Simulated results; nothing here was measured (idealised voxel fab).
Process module in this document: voxel self aligned vias
The cross-section on display is named cut; it measures 240 nm wide, and its cells are 5 nm squares.
Cross-section format: a grid of square cells, given as bands from top to bottom; each band is one or more rows of cells. Top, bottom (nm), then materials left to right with widths (nm); lone material tagged "full width" fills the whole band edge to edge; "air" = empty space. Zero point of the height axis is 0; under it, received wafer = one material. Lowest band: continues down indefinitely, "0 nm and below". The width entry "30..40" should be interpreted row by row: the top row of cells in the band takes the first number, the bottom row takes the second number, and the change between adjacent rows is uniform throughout. "no change occurred" after a step means that no cell of the cross-section changed. The list in "Sealed void listing" covers empty spaces of 8 cells or more that cannot reach the top through any open way, and it gives each as width x height at distance; the distance is from the left edge, and width, height and distance are in nm. Heads up: the bit after the settings on a step's line is the simulator's remark on that step. A step line may carry the setting "overlay nm", which, for steps involving a mask, states the distance by which the mask lay to the right of its intended position; negative values denote displacement to the left.
Steps planned for the process:
step 1: RECEIVE with material Si
step 2: CONFORMAL_DEP with material SiO2, thk nm 10
step 3: CONFORMAL_DEP with material SiCN, thk nm 5
step 4: DIRECTIONAL_DEP with material SiO2, thk nm 25
step 5: PATTERN with tone open, mask id LINES, material resist, width nm 20, pitch nm 65, thk nm 15, overlay nm 0
step 6: DIRECTIONAL_ETCH with etch materials SiO2, depth nm 25
step 7: STRIP with etch materials resist
step 8: CONFORMAL_DEP with material TiN, thk nm 5
step 9: FILL_DEP with material W, thk nm 10
step 10: CMP with height nm 40
step 11: SELECTIVE_ETCH with etch materials W Ru TiN, depth nm 10
step 12: FILL_DEP with material SiN, thk nm 5
step 13: CMP with height nm 40
step 14: DIRECTIONAL_DEP with material SiO2, thk nm 15
step 15: DIRECTIONAL_DEP with material aC, thk nm 10
step 16: PATTERN with tone open, mask id VIAS, material resist, width nm 40, pitch nm 65, thk nm 30, overlay nm 0
step 17: DIRECTIONAL_ETCH with etch materials aC, depth nm 10
step 18: STRIP with etch materials resist
step 19: DIRECTIONAL_ETCH with etch materials SiO2, depth nm 15
step 20: DIRECTIONAL_ETCH with etch materials SiN, depth nm 10
step 21: STRIP with etch materials aC
step 22: CONFORMAL_DEP with material TiN, thk nm 5
step 23: FILL_DEP with material Ru, thk nm 5
step 24: CMP with height nm 55
step 25: CONFORMAL_DEP with material SiN, thk nm 5
First of two wafers, processed according to plan:
As-received state of the wafer in cross-section, equivalent to post-step 1:
0 nm and below  Si full width
Sealed void listing: none
Cross-section of the wafer after step 2:
10 nm to 0 nm  SiO2 full width
Whatever lies below 0 is exactly as it was before.
Cross-section of the wafer after step 3:
15 nm to 10 nm  SiCN full width
Whatever lies below 10 is exactly as it was before.
Cross-section of the wafer after step 4:
40 nm to 15 nm  SiO2 full width
Whatever lies below 15 is exactly as it was before.
Cross-section of the wafer after step 5:
55 nm to 40 nm  resist: 75 / air: 20 / resist: 45 / air: 20 / resist: 80
Whatever lies below 40 is exactly as it was before.
Cross-section of the wafer after step 6:
55 nm to 40 nm  resist: 75 / air: 20 / resist: 45 / air: 20 / resist: 80
40 nm to 15 nm  SiO2: 75 / air: 20 / SiO2: 45 / air: 20 / SiO2: 80
Whatever lies below 15 is exactly as it was before.
Cross-section of the wafer after step 7:
40 nm to 15 nm  SiO2: 75 / air: 20 / SiO2: 45 / air: 20 / SiO2: 80
Whatever lies below 15 is exactly as it was before.
Cross-section of the wafer after step 8:
45 nm to 40 nm  TiN: 80 / air: 10 / TiN: 55 / air: 10 / TiN: 85
40 nm to 20 nm  SiO2: 75 / TiN: 5 / air: 10 / TiN: 5 / SiO2: 45 / TiN: 5 / air: 10 / TiN: 5 / SiO2: 80
20 nm to 15 nm  SiO2: 75 / TiN: 20 / SiO2: 45 / TiN: 20 / SiO2: 80
Whatever lies below 15 is exactly as it was before.
Cross-section of the wafer after step 9:
55 nm to 45 nm  W full width
45 nm to 40 nm  TiN: 80 / W: 10 / TiN: 55 / W: 10 / TiN: 85
40 nm to 20 nm  SiO2: 75 / TiN: 5 / W: 10 / TiN: 5 / SiO2: 45 / TiN: 5 / W: 10 / TiN: 5 / SiO2: 80
Whatever lies below 20 is exactly as it was before.
Cross-section of the wafer after step 10:
40 nm to 20 nm  SiO2: 75 / TiN: 5 / W: 10 / TiN: 5 / SiO2: 45 / TiN: 5 / W: 10 / TiN: 5 / SiO2: 80
Whatever lies below 20 is exactly as it was before.
Cross-section of the wafer after step 11:
40 nm to 30 nm  SiO2: 75 / air: 20 / SiO2: 45 / air: 20 / SiO2: 80
Whatever lies below 30 is exactly as it was before.
Cross-section of the wafer after step 12:
45 nm to 40 nm  SiN full width
40 nm to 30 nm  SiO2: 75 / SiN: 20 / SiO2: 45 / SiN: 20 / SiO2: 80
Whatever lies below 30 is exactly as it was before.
Cross-section of the wafer after step 13:
40 nm to 30 nm  SiO2: 75 / SiN: 20 / SiO2: 45 / SiN: 20 / SiO2: 80
Whatever lies below 30 is exactly as it was before.
Cross-section of the wafer after step 14:
55 nm to 40 nm  SiO2 full width
Whatever lies below 40 is exactly as it was before.
Cross-section of the wafer after step 15:
65 nm to 55 nm  aC full width
Whatever lies below 55 is exactly as it was before.
Cross-section of the wafer after step 16:
95 nm to 65 nm  resist: 65 / air: 40 / resist: 25 / air: 40 / resist: 70
Whatever lies below 65 is exactly as it was before.
Cross-section of the wafer after step 17:
85 nm to 65 nm  resist: 65 / air: 40 / resist: 25 / air: 40 / resist: 70
65 nm to 55 nm  aC: 65 / air: 40 / aC: 25 / air: 40 / aC: 70
Whatever lies below 55 is exactly as it was before.
Cross-section of the wafer after step 18:
65 nm to 55 nm  aC: 65 / air: 40 / aC: 25 / air: 40 / aC: 70
Whatever lies below 55 is exactly as it was before.
Cross-section of the wafer after step 19:
65 nm to 55 nm  aC: 65 / air: 40 / aC: 25 / air: 40 / aC: 70
55 nm to 40 nm  SiO2: 65 / air: 40 / SiO2: 25 / air: 40 / SiO2: 70
Whatever lies below 40 is exactly as it was before.
Cross-section of the wafer after step 20:
65 nm to 55 nm  aC: 65 / air: 40 / aC: 25 / air: 40 / aC: 70
55 nm to 40 nm  SiO2: 65 / air: 40 / SiO2: 25 / air: 40 / SiO2: 70
40 nm to 30 nm  SiO2: 75 / air: 20 / SiO2: 45 / air: 20 / SiO2: 80
Whatever lies below 30 is exactly as it was before.
Cross-section of the wafer after step 21:
55 nm to 40 nm  SiO2: 65 / air: 40 / SiO2: 25 / air: 40 / SiO2: 70
Whatever lies below 40 is exactly as it was before.
Cross-section of the wafer after step 22:
60 nm to 55 nm  TiN: 70 / air: 30 / TiN: 35 / air: 30 / TiN: 75
55 nm to 45 nm  SiO2: 65 / TiN: 5 / air: 30 / TiN: 5 / SiO2: 25 / TiN: 5 / air: 30 / TiN: 5 / SiO2: 70
45 nm to 35 nm  SiO2: 65..75 / TiN: 15..5 / air: 10 / TiN: 15..5 / SiO2: 25..45 / TiN: 15..5 / air: 10 / TiN: 15..5 / SiO2: 70..80
35 nm to 30 nm  SiO2: 75 / TiN: 20 / SiO2: 45 / TiN: 20 / SiO2: 80
Whatever lies below 30 is exactly as it was before.
Cross-section of the wafer after step 23:
65 nm to 60 nm  Ru full width
60 nm to 55 nm  TiN: 70 / Ru: 30 / TiN: 35 / Ru: 30 / TiN: 75
55 nm to 45 nm  SiO2: 65 / TiN: 5 / Ru: 30 / TiN: 5 / SiO2: 25 / TiN: 5 / Ru: 30 / TiN: 5 / SiO2: 70
45 nm to 35 nm  SiO2: 65..75 / TiN: 15..5 / Ru: 10 / TiN: 15..5 / SiO2: 25..45 / TiN: 15..5 / Ru: 10 / TiN: 15..5 / SiO2: 70..80
Whatever lies below 35 is exactly as it was before.
Cross-section of the wafer after step 24:
55 nm to 45 nm  SiO2: 65 / TiN: 5 / Ru: 30 / TiN: 5 / SiO2: 25 / TiN: 5 / Ru: 30 / TiN: 5 / SiO2: 70
Whatever lies below 45 is exactly as it was before.
Cross-section of the wafer after step 25:
60 nm to 55 nm  SiN full width
Whatever lies below 55 is exactly as it was before.
Second Wafer (Identical Start and Plan, One Processing Error; Matches First Wafer Through Step 1):
Second wafer, cross-section, planned end of step 2:
5 nm to 0 nm  SiCN full width
Whatever lies below 0 is exactly as it was before.
Second wafer, cross-section, planned end of step 3:
15 nm to 5 nm  SiO2 full width
Whatever lies below 5 is exactly as it was before.
Second wafer, cross-section, planned end of step 4:
40 nm to 5 nm  SiO2 full width
Whatever lies below 5 is exactly as it was before.
Second wafer, cross-section, planned end of step 5:
55 nm to 40 nm  resist: 75 / air: 20 / resist: 45 / air: 20 / resist: 80
Whatever lies below 40 is exactly as it was before.
Second wafer, cross-section, planned end of step 6:
55 nm to 40 nm  resist: 75 / air: 20 / resist: 45 / air: 20 / resist: 80
40 nm to 15 nm  SiO2: 75 / air: 20 / SiO2: 45 / air: 20 / SiO2: 80
Whatever lies below 15 is exactly as it was before.
Second wafer, cross-section, planned end of step 7:
40 nm to 15 nm  SiO2: 75 / air: 20 / SiO2: 45 / air: 20 / SiO2: 80
Whatever lies below 15 is exactly as it was before.
Second wafer, cross-section, planned end of step 8:
45 nm to 40 nm  TiN: 80 / air: 10 / TiN: 55 / air: 10 / TiN: 85
40 nm to 20 nm  SiO2: 75 / TiN: 5 / air: 10 / TiN: 5 / SiO2: 45 / TiN: 5 / air: 10 / TiN: 5 / SiO2: 80
20 nm to 15 nm  SiO2: 75 / TiN: 20 / SiO2: 45 / TiN: 20 / SiO2: 80
Whatever lies below 15 is exactly as it was before.
Second wafer, cross-section, planned end of step 9:
55 nm to 45 nm  W full width
45 nm to 40 nm  TiN: 80 / W: 10 / TiN: 55 / W: 10 / TiN: 85
40 nm to 20 nm  SiO2: 75 / TiN: 5 / W: 10 / TiN: 5 / SiO2: 45 / TiN: 5 / W: 10 / TiN: 5 / SiO2: 80
Whatever lies below 20 is exactly as it was before.
Second wafer, cross-section, planned end of step 10:
40 nm to 20 nm  SiO2: 75 / TiN: 5 / W: 10 / TiN: 5 / SiO2: 45 / TiN: 5 / W: 10 / TiN: 5 / SiO2: 80
Whatever lies below 20 is exactly as it was before.
Second wafer, cross-section, planned end of step 11:
40 nm to 30 nm  SiO2: 75 / air: 20 / SiO2: 45 / air: 20 / SiO2: 80
Whatever lies below 30 is exactly as it was before.
Second wafer, cross-section, planned end of step 12:
45 nm to 40 nm  SiN full width
40 nm to 30 nm  SiO2: 75 / SiN: 20 / SiO2: 45 / SiN: 20 / SiO2: 80
Whatever lies below 30 is exactly as it was before.
Second wafer, cross-section, planned end of step 13:
40 nm to 30 nm  SiO2: 75 / SiN: 20 / SiO2: 45 / SiN: 20 / SiO2: 80
Whatever lies below 30 is exactly as it was before.
Second wafer, cross-section, planned end of step 14:
55 nm to 40 nm  SiO2 full width
Whatever lies below 40 is exactly as it was before.
Second wafer, cross-section, planned end of step 15:
65 nm to 55 nm  aC full width
Whatever lies below 55 is exactly as it was before.
Second wafer, cross-section, planned end of step 16:
95 nm to 65 nm  resist: 65 / air: 40 / resist: 25 / air: 40 / resist: 70
Whatever lies below 65 is exactly as it was before.
Second wafer, cross-section, planned end of step 17:
85 nm to 65 nm  resist: 65 / air: 40 / resist: 25 / air: 40 / resist: 70
65 nm to 55 nm  aC: 65 / air: 40 / aC: 25 / air: 40 / aC: 70
Whatever lies below 55 is exactly as it was before.
Second wafer, cross-section, planned end of step 18:
65 nm to 55 nm  aC: 65 / air: 40 / aC: 25 / air: 40 / aC: 70
Whatever lies below 55 is exactly as it was before.
Second wafer, cross-section, planned end of step 19:
65 nm to 55 nm  aC: 65 / air: 40 / aC: 25 / air: 40 / aC: 70
55 nm to 40 nm  SiO2: 65 / air: 40 / SiO2: 25 / air: 40 / SiO2: 70
Whatever lies below 40 is exactly as it was before.
Second wafer, cross-section, planned end of step 20:
65 nm to 55 nm  aC: 65 / air: 40 / aC: 25 / air: 40 / aC: 70
55 nm to 40 nm  SiO2: 65 / air: 40 / SiO2: 25 / air: 40 / SiO2: 70
40 nm to 30 nm  SiO2: 75 / air: 20 / SiO2: 45 / air: 20 / SiO2: 80
Whatever lies below 30 is exactly as it was before.
Second wafer, cross-section, planned end of step 21:
55 nm to 40 nm  SiO2: 65 / air: 40 / SiO2: 25 / air: 40 / SiO2: 70
Whatever lies below 40 is exactly as it was before.
Second wafer, cross-section, planned end of step 22:
60 nm to 55 nm  TiN: 70 / air: 30 / TiN: 35 / air: 30 / TiN: 75
55 nm to 45 nm  SiO2: 65 / TiN: 5 / air: 30 / TiN: 5 / SiO2: 25 / TiN: 5 / air: 30 / TiN: 5 / SiO2: 70
45 nm to 35 nm  SiO2: 65..75 / TiN: 15..5 / air: 10 / TiN: 15..5 / SiO2: 25..45 / TiN: 15..5 / air: 10 / TiN: 15..5 / SiO2: 70..80
35 nm to 30 nm  SiO2: 75 / TiN: 20 / SiO2: 45 / TiN: 20 / SiO2: 80
Whatever lies below 30 is exactly as it was before.
Second wafer, cross-section, planned end of step 23:
65 nm to 60 nm  Ru full width
60 nm to 55 nm  TiN: 70 / Ru: 30 / TiN: 35 / Ru: 30 / TiN: 75
55 nm to 45 nm  SiO2: 65 / TiN: 5 / Ru: 30 / TiN: 5 / SiO2: 25 / TiN: 5 / Ru: 30 / TiN: 5 / SiO2: 70
45 nm to 35 nm  SiO2: 65..75 / TiN: 15..5 / Ru: 10 / TiN: 15..5 / SiO2: 25..45 / TiN: 15..5 / Ru: 10 / TiN: 15..5 / SiO2: 70..80
Whatever lies below 35 is exactly as it was before.
Second wafer, cross-section, planned end of step 24:
55 nm to 45 nm  SiO2: 65 / TiN: 5 / Ru: 30 / TiN: 5 / SiO2: 25 / TiN: 5 / Ru: 30 / TiN: 5 / SiO2: 70
Whatever lies below 45 is exactly as it was before.
Second wafer, cross-section, planned end of step 25:
60 nm to 55 nm  SiN full width
Whatever lies below 55 is exactly as it was before.
Want to know what went wrong? the processing plan was not followed for steps 2 and 3, which were run with their positions exchanged
So at the finish, the second wafer's got exactly as many cells of each material as the first, just not in the same spots.
